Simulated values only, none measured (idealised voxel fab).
Name of the process module below: voxel wiring stack
215 nm wide, 5 nm square cells: that's cross-section cut.
Notation: cross-section as square-cell grid; stated in bands, top first, going down; one or more cell rows per band. Band: top and bottom heights (nm) first, top before bottom; then materials from left to right, widths in nm. "edge to edge" marks a sole material filling the band edge to edge. "air" denotes empty space. Heights from 0 (as-received wafer is one material below). Bottom band endless downward, as "0 nm and below". Graded width ("30->40"): value in top row of band = first number; value in bottom row = second number; row-to-row change constant. Basically "remained the same" means that step didn't change any cell in the cross-section. Any empty space of 8 cells or more lacking an open way to the top shows up in "Tabulated closed voids" as width x height at distance, distance from the left edge, in nm. Where a step's line continues beyond its settings, the continuation is a remark by the simulator itself on that step. overlay nm: mask offset rightward from planned place, masked step; negative means leftward offset.
Steps planned for the process:
1 RECEIVE (material Si)
2 CONFORMAL_DEP (material SiO2; thk nm 15)
3 DIRECTIONAL_DEP (material TiN; thk nm 5)
4 DIRECTIONAL_DEP (material W; thk nm 25)
5 PATTERN (tone cover; mask id METAL_1; material resist; width nm 25; pitch nm 40; thk nm 15; overlay nm 0)
6 DIRECTIONAL_ETCH (etch materials W; depth nm 25)
7 DIRECTIONAL_ETCH (etch materials TiN; depth nm 5)
8 STRIP (etch materials resist)
9 FILL_DEP (material lowk; thk nm 10)
10 CMP (height nm 45)
11 CONFORMAL_DEP (material SiCN; thk nm 5)
12 DIRECTIONAL_DEP (material SiO2; thk nm 30)
13 DIRECTIONAL_DEP (material aC; thk nm 10)
14 PATTERN (tone open; mask id METAL_2; material resist; width nm 25; pitch nm 40; thk nm 25; overlay nm 0)
15 DIRECTIONAL_ETCH (etch materials aC; depth nm 10)
16 STRIP (etch materials resist)
17 DIRECTIONAL_ETCH (etch materials SiO2; depth nm 15)
18 STRIP (etch materials aC)
19 MASKED_ETCH (tone open; mask id METAL_2_HOLES; width nm 15; pitch nm 40; etch materials SiO2; depth nm 15; overlay nm 0)
20 MASKED_ETCH (tone open; mask id METAL_2_HOLES; width nm 15; pitch nm 40; etch materials SiCN; depth nm 5; overlay nm 0)
21 CONFORMAL_DEP (material TiN; thk nm 5)
22 FILL_DEP (material Cu; thk nm 10)
23 CMP (height nm 80)
24 CONFORMAL_DEP (material SiN; thk nm 5)
Received-state cross-section, reflecting completion of step 1:
> 0 nm and below = Si edge to edge
> Tabulated closed voids: none
Cross-sectional image of the first of two wafers at the end of the module, the run having proceeded as planned:
> 85 nm to 80 nm = SiN edge to edge
> 80 nm to 70 nm = 35 SiO2 / 5 TiN / 15 Cu / 5 TiN / 15 SiO2 / 5 TiN / 15 Cu / 5 TiN / 15 SiO2 / 5 TiN / 15 Cu / 5 TiN / 15 SiO2 / 5 TiN / 15 Cu / 5 TiN / 35 SiO2
> 70 nm to 65 nm = 35 SiO2 / 5 TiN / 5 Cu / 15 TiN / 15 SiO2 / 5 TiN / 5 Cu / 15 TiN / 15 SiO2 / 5 TiN / 5 Cu / 15 TiN / 15 SiO2 / 5 TiN / 5 Cu / 15 TiN / 35 SiO2
> 65 nm to 50 nm = 35 SiO2 / 5 TiN / 5 Cu / 5 TiN / 25 SiO2 / 5 TiN / 5 Cu / 5 TiN / 25 SiO2 / 5 TiN / 5 Cu / 5 TiN / 25 SiO2 / 5 TiN / 5 Cu / 5 TiN / 45 SiO2
> 50 nm to 45 nm = 35 SiCN / 15 TiN / 25 SiCN / 15 TiN / 25 SiCN / 15 TiN / 25 SiCN / 15 TiN / 45 SiCN
> 45 nm to 20 nm = 35 lowk / 25 W / 15 lowk / 25 W / 15 lowk / 25 W / 15 lowk / 25 W / 35 lowk
> 20 nm to 15 nm = 35 lowk / 25 TiN / 15 lowk / 25 TiN / 15 lowk / 25 TiN / 15 lowk / 25 TiN / 35 lowk
> 15 nm to 0 nm = SiO2 edge to edge
> 0 nm and below = Si edge to edge
> Tabulated closed voids: none
This cross-section belongs to the second wafer of two at the end of the module; the start and the plan were shared with the first, and the run included one mistake:
> 85 nm to 80 nm = SiN edge to edge
> 80 nm to 70 nm = 35 SiO2 / 5 TiN / 15 Cu / 5 TiN / 15 SiO2 / 5 TiN / 15 Cu / 5 TiN / 15 SiO2 / 5 TiN / 15 Cu / 5 TiN / 15 SiO2 / 5 TiN / 15 Cu / 5 TiN / 35 SiO2
> 70 nm to 65 nm = 35 SiO2 / 5 TiN / 5 Cu / 15 TiN / 15 SiO2 / 5 TiN / 5 Cu / 15 TiN / 15 SiO2 / 5 TiN / 5 Cu / 15 TiN / 15 SiO2 / 5 TiN / 5 Cu / 15 TiN / 35 SiO2
> 65 nm to 50 nm = 35 SiO2 / 5 TiN / 5 Cu / 5 TiN / 25 SiO2 / 5 TiN / 5 Cu / 5 TiN / 25 SiO2 / 5 TiN / 5 Cu / 5 TiN / 25 SiO2 / 5 TiN / 5 Cu / 5 TiN / 45 SiO2
> 50 nm to 45 nm = 35 SiCN / 15 TiN / 25 SiCN / 15 TiN / 25 SiCN / 15 TiN / 25 SiCN / 15 TiN / 45 SiCN
> 45 nm to 20 nm = 35 lowk / 25 W / 15 lowk / 25 W / 15 lowk / 25 W / 15 lowk / 25 W / 35 lowk
> 20 nm to 5 nm = SiO2 edge to edge
> 5 nm to 0 nm = TiN edge to edge
> 0 nm and below = Si edge to edge
> Tabulated closed voids: none
Which mistake was made when the wafer was run? mixed up steps 2 and 3 - ran each in the other's place
Heads up, by the end the second wafer has more or fewer cells of some materials compared to the first: TiN: 23 more | lowk: 23 fewer
